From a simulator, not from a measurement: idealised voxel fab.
Presented below is a process module, voxel fin reveal.
Each square cell in cross-section cut measures 5 nm, and the section as a whole is 235 nm wide.
Cross-sections here: square-cell grids, written as top-down lists of bands, a band being one or more rows of cells.
What a band's entry tells you: where the top is and where the bottom is, as heights in nm, and after that what lies inside, material by material from left to right, each with its width in nm. Empty space is written as the word "blank", and a single material marked with the word "throughout" occupies the band from edge to edge.
Below 0: as-received wafer, all one material; heights counted from there. Lowest band: no bottom, goes on down, written "from 0 down".
Per-row width for "30..40": begins at first number (top row of band), ends at second number (bottom row), increment between rows held constant.
For the purposes of this document, the phrase "no modifications" attached to a step denotes that no cell within the cross-section was modified by that step.
In the "Non-vented voids" entry, you get each enclosed empty space of 8 cells or more, one with no open way to the top, written width x height at distance, distance from the left edge, in nm.
Text after the settings on a step's line: the simulator's own remark on that step.
overlay nm: right-of-plan distance of the mask on a masked step; negative values mean left-of-plan.
### Process steps foreseen in the plan
1) RECEIVE (material Si)
2) CONFORMAL_DEP (material SiN; thk nm 5)
3) PATTERN (tone cover; mask id FINS; material resist; width nm 15; pitch nm 35; thk nm 15; overlay nm -15)
4) DIRECTIONAL_ETCH (etch materials SiN; depth nm 5)
5) DIRECTIONAL_ETCH (etch materials Si; depth nm 30)
6) STRIP (etch materials resist)
7) OXIDIZE (depth nm 5)
8) FILL_DEP (material SiO2; thk nm 10)
9) CMP (height nm 5)
10) SELECTIVE_ETCH (etch materials SiO2; depth nm 15)
11) STRIP (etch materials SiN)
12) CONFORMAL_DEP (material SiO2; thk nm 5)
Wafers differ in overlay nm at step 3; plan lists the first wafer's value; identical starting state.
### The first of several wafers, as received after step 1, seen in section
  from 0 down = Si throughout
  Non-vented voids: none
### The following table contains a row per wafer, in which are reported, at the conclusion of the module, the cells of each material gained (+) or lost (-) since the wafer's receipt, with its closed voids given thereafter
overlay nm -15 | -315 Si | +280 SiO2 | Non-vented voids: none
overlay nm -10 | -315 Si | +280 SiO2 | Non-vented voids: none
overlay nm -5 | -315 Si | +280 SiO2 | Non-vented voids: none
overlay nm 0 | -315 Si | +280 SiO2 | Non-vented voids: none
overlay nm 5 | -315 Si | +280 SiO2 | Non-vented voids: none
overlay nm 10 | -315 Si | +280 SiO2 | Non-vented voids: none
overlay nm 15 | -315 Si | +280 SiO2 | Non-vented voids: none
